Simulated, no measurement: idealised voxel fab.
This section sets out a process module, namely voxel transistor to metal.
In the cross-section labelled cut, the width is 300 nm and each square cell is 5 nm.
Think of the cross-section as a grid of square cells. We describe it in bands, top to bottom, and each band covers one or more rows of those cells. Band: top height; bottom height; in nm. Then, left to right: material with width in nm, for each material. "throughout": a single material spanning edge to edge. "air": empty space. Height is counted from the level 0, under which the received wafer is composed throughout of one material. The lowest of the bands is not closed at the bottom but continues downward, in the notation "0 nm and below". Width "30..40": first value at the band's top row of cells, second value at its bottom row, equal change from row to row. "nothing changed" after a step means that no cell of the cross-section changed. Under "Enclosed cavity list" you'll find the enclosed gaps, the ones with no way out to the top, that are 8 cells or bigger; each reads width x height at distance, with distance counted from the left edge, everything in nm. Whatever follows a step's settings on its line is a remark the simulator itself makes about that step. Each step line may optionally specify "overlay nm", which for a step with a mask gives the rightward distance between the mask's planned place and where it lay, a negative value indicating the leftward direction.

The process steps that were planned are listed below
1,RECEIVE,material Si
2,OXIDIZE,depth nm 5
3,CONFORMAL_DEP,material SiN,thk nm 15
4,PATTERN,tone cover,mask id ACTIVE,material resist,width nm 95,pitch nm 115,thk nm 20,overlay nm 0
5,DIRECTIONAL_ETCH,etch materials SiN,depth nm 15
6,DIRECTIONAL_ETCH,etch materials SiO2,depth nm 5
7,DIRECTIONAL_ETCH,etch materials Si,depth nm 35
8,STRIP,etch materials resist
9,FILL_DEP,material SiO2,thk nm 15
10,CMP,height nm 15
11,SELECTIVE_ETCH,etch materials SiO2,depth nm 10
12,STRIP,etch materials SiN
13,SELECTIVE_ETCH,etch materials SiO2,depth nm 5
14,OXIDIZE,depth nm 5
15,DIRECTIONAL_DEP,material polySi,thk nm 20
16,DIRECTIONAL_DEP,material SiCN,thk nm 10
17,PATTERN,tone cover,mask id GATE,material resist,width nm 25,pitch nm 115,thk nm 15,overlay nm 0
18,DIRECTIONAL_ETCH,etch materials SiCN,depth nm 20
19,DIRECTIONAL_ETCH,etch materials polySi,depth nm 30
20,STRIP,etch materials resist
21,CONFORMAL_DEP,material SiN,thk nm 5
22,DIRECTIONAL_ETCH,etch materials SiN,depth nm 5
23,DIRECTIONAL_ETCH,etch materials SiO2,depth nm 5
24,EPI,material SiGe,thk nm 5
25,FILL_DEP,material SiO2,thk nm 10
26,CMP,height nm 15
27,STRIP,etch materials polySi
28,SELECTIVE_ETCH,etch materials SiO2,depth nm 5
29,CONFORMAL_DEP,material HfO2,thk nm 5
30,CONFORMAL_DEP,material TiN,thk nm 5
31,FILL_DEP,material W,thk nm 10
32,CMP,height nm 10
33,DIRECTIONAL_DEP,material SiO2,thk nm 10
34,DIRECTIONAL_DEP,material aC,thk nm 10
35,PATTERN,tone open,mask id CONTACT,material resist,width nm 15,thk nm 30,overlay nm 0
36,DIRECTIONAL_ETCH,etch materials aC,depth nm 10
37,STRIP,etch materials resist
38,DIRECTIONAL_ETCH,etch materials SiO2,depth nm 25
39,STRIP,etch materials aC
40,CONFORMAL_DEP,material TiN,thk nm 5
41,FILL_DEP,material Ru,thk nm 5
42,CMP,height nm 20
43,CONFORMAL_DEP,material SiN,thk nm 5
44,DIRECTIONAL_DEP,material SiO2,thk nm 25
45,MASKED_ETCH,tone open,mask id METAL_1,width nm 15,etch materials SiO2,depth nm 25,overlay nm 0
46,MASKED_ETCH,tone open,mask id METAL_1,width nm 15,etch materials SiN,depth nm 5,overlay nm 0
47,CONFORMAL_DEP,material TiN,thk nm 5
48,FILL_DEP,material Ru,thk nm 10
49,CMP,height nm 50
50,CONFORMAL_DEP,material SiCN,thk nm 5
51,DIRECTIONAL_DEP,material lowk,thk nm 30
52,DIRECTIONAL_DEP,material aC,thk nm 10
53,PATTERN,tone open,mask id METAL_2,material resist,width nm 15,pitch nm 115,thk nm 25,overlay nm 0
54,DIRECTIONAL_ETCH,etch materials aC,depth nm 10
55,STRIP,etch materials resist
56,DIRECTIONAL_ETCH,etch materials lowk,depth nm 20
57,STRIP,etch materials aC
58,DIRECTIONAL_DEP,material aC,thk nm 15
59,PATTERN,tone open,mask id METAL_2_HOLES,material resist,width nm 15,pitch nm 115,thk nm 30,overlay nm 0
60,DIRECTIONAL_ETCH,etch materials aC,depth nm 15
61,STRIP,etch materials resist
62,DIRECTIONAL_ETCH,etch materials lowk,depth nm 10
63,DIRECTIONAL_ETCH,etch materials SiCN,depth nm 5
64,STRIP,etch materials aC
65,CONFORMAL_DEP,material TiN,thk nm 5
66,FILL_DEP,material Ru,thk nm 10
67,CMP,height nm 85
68,CONFORMAL_DEP,material SiN,thk nm 5

Incoming wafer, cross-sectional view, post step 1
* 0 nm and below | Si throughout
* Enclosed cavity list: none

Here's the cross-section of the first of our two wafers at the end of the module - it ran as planned
* 90 nm to 85 nm | SiN throughout
* 85 nm to 55 nm | lowk=50; TiN=5; Ru=5; TiN=5; lowk=100; TiN=5; Ru=5; TiN=5; lowk=120
* 55 nm to 50 nm | SiCN=50; TiN=15; SiCN=100; TiN=15; SiCN=120
* 50 nm to 25 nm | SiO2=50; TiN=5; Ru=5; TiN=5; SiO2=55; TiN=5; Ru=5; TiN=5; SiO2=30; TiN=5; Ru=5; TiN=5; SiO2=55; TiN=5; Ru=5; TiN=5; SiO2=50
* 25 nm to 20 nm | SiN=50; TiN=15; SiN=55; TiN=15; SiN=30; TiN=15; SiN=55; TiN=15; SiN=50
* 20 nm to 10 nm | SiO2=50; TiN=5; Ru=5; TiN=5; SiO2=55; TiN=5; Ru=5; TiN=5; SiO2=30; TiN=5; Ru=5; TiN=5; SiO2=55; TiN=5; Ru=5; TiN=5; SiO2=50
* 10 nm to 0 nm | SiO2=50; TiN=5; Ru=5; TiN=5; SiO2=10; SiN=5; HfO2=5; TiN=5; W=5; TiN=5; HfO2=5; SiN=5; SiO2=10; TiN=5; Ru=5; TiN=5; SiO2=30; TiN=5; Ru=5; TiN=5; SiO2=10; SiN=5; HfO2=5; TiN=5; W=5; TiN=5; HfO2=5; SiN=5; SiO2=10; TiN=5; Ru=5; TiN=5; SiO2=50
* 0 nm to -5 nm | SiO2=40; SiN=5; SiO2=5; TiN=15; SiO2=10; SiN=5; HfO2=5; TiN=15; HfO2=5; SiN=5; SiO2=10; TiN=15; SiO2=5; SiN=5; SiO2=10; SiN=5; SiO2=5; TiN=15; SiO2=10; SiN=5; HfO2=5; TiN=15; HfO2=5; SiN=5; SiO2=10; TiN=15; SiO2=5; SiN=5; SiO2=40
* -5 nm to -10 nm | SiO2=45; SiGe=30; HfO2=35; SiGe=30; SiO2=20; SiGe=30; HfO2=35; SiGe=30; SiO2=45
* -10 nm to -40 nm | SiO2=45; Si=95; SiO2=20; Si=95; SiO2=45
* -40 nm and below | Si throughout
* Enclosed cavity list: none

Wafer two, sectioned after the module: the first wafer's start, the first wafer's plan, and one mistake in how it was run
* 90 nm to 85 nm | SiN throughout
* 85 nm to 55 nm | lowk=50; TiN=5; Ru=5; TiN=5; lowk=100; TiN=5; Ru=5; TiN=5; lowk=120
* 55 nm to 50 nm | SiCN=50; TiN=15; SiCN=100; TiN=15; SiCN=120
* 50 nm to 25 nm | SiO2=50; TiN=5; Ru=5; TiN=5; SiO2=55; TiN=5; Ru=5; TiN=5; SiO2=30; TiN=5; Ru=5; TiN=5; SiO2=55; TiN=5; Ru=5; TiN=5; SiO2=50
* 25 nm to 20 nm | SiN=50; TiN=15; SiN=55; TiN=15; SiN=30; TiN=15; SiN=55; TiN=15; SiN=50
* 20 nm to 10 nm | SiO2=50; TiN=5; Ru=5; TiN=5; SiO2=55; TiN=5; Ru=5; TiN=5; SiO2=30; TiN=5; Ru=5; TiN=5; SiO2=55; TiN=5; Ru=5; TiN=5; SiO2=50
* 10 nm to 0 nm | SiO2=50; TiN=5; Ru=5; TiN=5; SiO2=5; SiN=5; HfO2=5; TiN=5; W=15; TiN=5; HfO2=5; SiN=5; SiO2=5; TiN=5; Ru=5; TiN=5; SiO2=30; TiN=5; Ru=5; TiN=5; SiO2=5; SiN=5; HfO2=5; TiN=5; W=15; TiN=5; HfO2=5; SiN=5; SiO2=5; TiN=5; Ru=5; TiN=5; SiO2=50
* 0 nm to -5 nm | SiO2=40; SiN=5; SiO2=5; TiN=15; SiO2=5; SiN=5; HfO2=5; TiN=25; HfO2=5; SiN=5; SiO2=5; TiN=15; SiO2=5; SiN=5; SiO2=10; SiN=5; SiO2=5; TiN=15; SiO2=5; SiN=5; HfO2=5; TiN=25; HfO2=5; SiN=5; SiO2=5; TiN=15; SiO2=5; SiN=5; SiO2=40
* -5 nm to -10 nm | SiO2=45; SiGe=25; HfO2=45; SiGe=25; SiO2=20; SiGe=25; HfO2=45; SiGe=25; SiO2=45
* -10 nm to -40 nm | SiO2=45; Si=95; SiO2=20; Si=95; SiO2=45
* -40 nm and below | Si throughout
* Enclosed cavity list: none
Finding, execution versus plan: step 17 deviated from plan and actually ran as PATTERN,tone cover,mask id GATE,material resist,width nm 35,pitch nm 115,thk nm 15,overlay nm 0
Materials where the second wafer ends with more or fewer cells than the first: +4 HfO2; -4 SiGe; -12 SiO2; +4 TiN; +8 W
